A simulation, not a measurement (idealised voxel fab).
process module | voxel released beams
The cross-section on display is named cut; it measures 165 nm wide, and its cells are 5 nm squares.
Cross-sections here: square-cell grids, written as top-down lists of bands, a band being one or more rows of cells.
Heads up on the band format: heights come first, top then bottom, in nm. After that it's the materials left to right, each with its width in nm. A single material flagged "full width" fills the whole band edge to edge, and "empty" means there's empty space there.
It should be noted that heights are counted from 0, beneath which the wafer as supplied is of one material throughout, and that the lowest band possesses no lower boundary but continues downward, as written in "z 0 and below".
With a width like "30 to 40", each row of cells in the band differs from the next by the same amount, the top row carrying the first number and the bottom row the second.
It should be understood that the words "no modification", when stated for a given step, signify that the cross-section underwent no change in any of its cells during that step.
Each empty space that has no open way to the top and spans at least 8 cells appears under "Sealed internal voids" as width x height at distance, the distance counted from the left edge, all in nm.
On a step's line, text after the settings is the simulator commenting on that step.
overlay nm: for a step with a mask, the amount by which the mask lay right of where it was planned; a negative amount means left of it.
plan
| 1 | RECEIVE, material Si |
| 2 | CONFORMAL_DEP, material Al2O3, thk nm 10 |
| 3 | DIRECTIONAL_DEP, material SiO2, thk nm 15 |
| 4 | PATTERN, tone open, mask id ANCHOR, material resist, width nm 30, thk nm 15, overlay nm 0 |
| 5 | DIRECTIONAL_ETCH, etch materials SiO2, depth nm 15 |
| 6 | STRIP, etch materials resist |
| 7 | CONFORMAL_DEP, material W, thk nm 10 |
| 8 | PATTERN, tone cover, mask id BEAM, material resist, width nm 110, thk nm 20, overlay nm 0 |
| 9 | DIRECTIONAL_ETCH, etch materials W, depth nm 10 |
| 10 | STRIP, etch materials resist |
| 11 | STRIP, etch materials SiO2 |
As received (post step 1): cross-section
- z 0 and below: Si full width
- Sealed internal voids: none
first wafer at the end, as planned
- z 35 to 25: empty (25) | W (15) | empty (10) | W (85) | empty (30)
- z 25 to 20: empty (30) | W (10) | empty (10) | W (10) | empty (105)
- z 20 to 10: empty (30) | W (30) | empty (105)
- z 10 to 0: Al2O3 full width
- z 0 and below: Si full width
- Sealed internal voids: none
Cross-section of the latter of the two wafers at module completion. It had an identical start and an identical plan to the former; in running it, one mistake was made
- z 25 to 10: SiO2 (30) | empty (30) | SiO2 (105)
- z 10 to 0: Al2O3 full width
- z 0 and below: Si full width
- Sealed internal voids: none
What was done differently from what was planned? contrary to plan, step 11 was performed as STRIP, etch materials W
Final difference in cells, second wafer against first, listed per material as more or fewer: +81 SiO2, -56 W
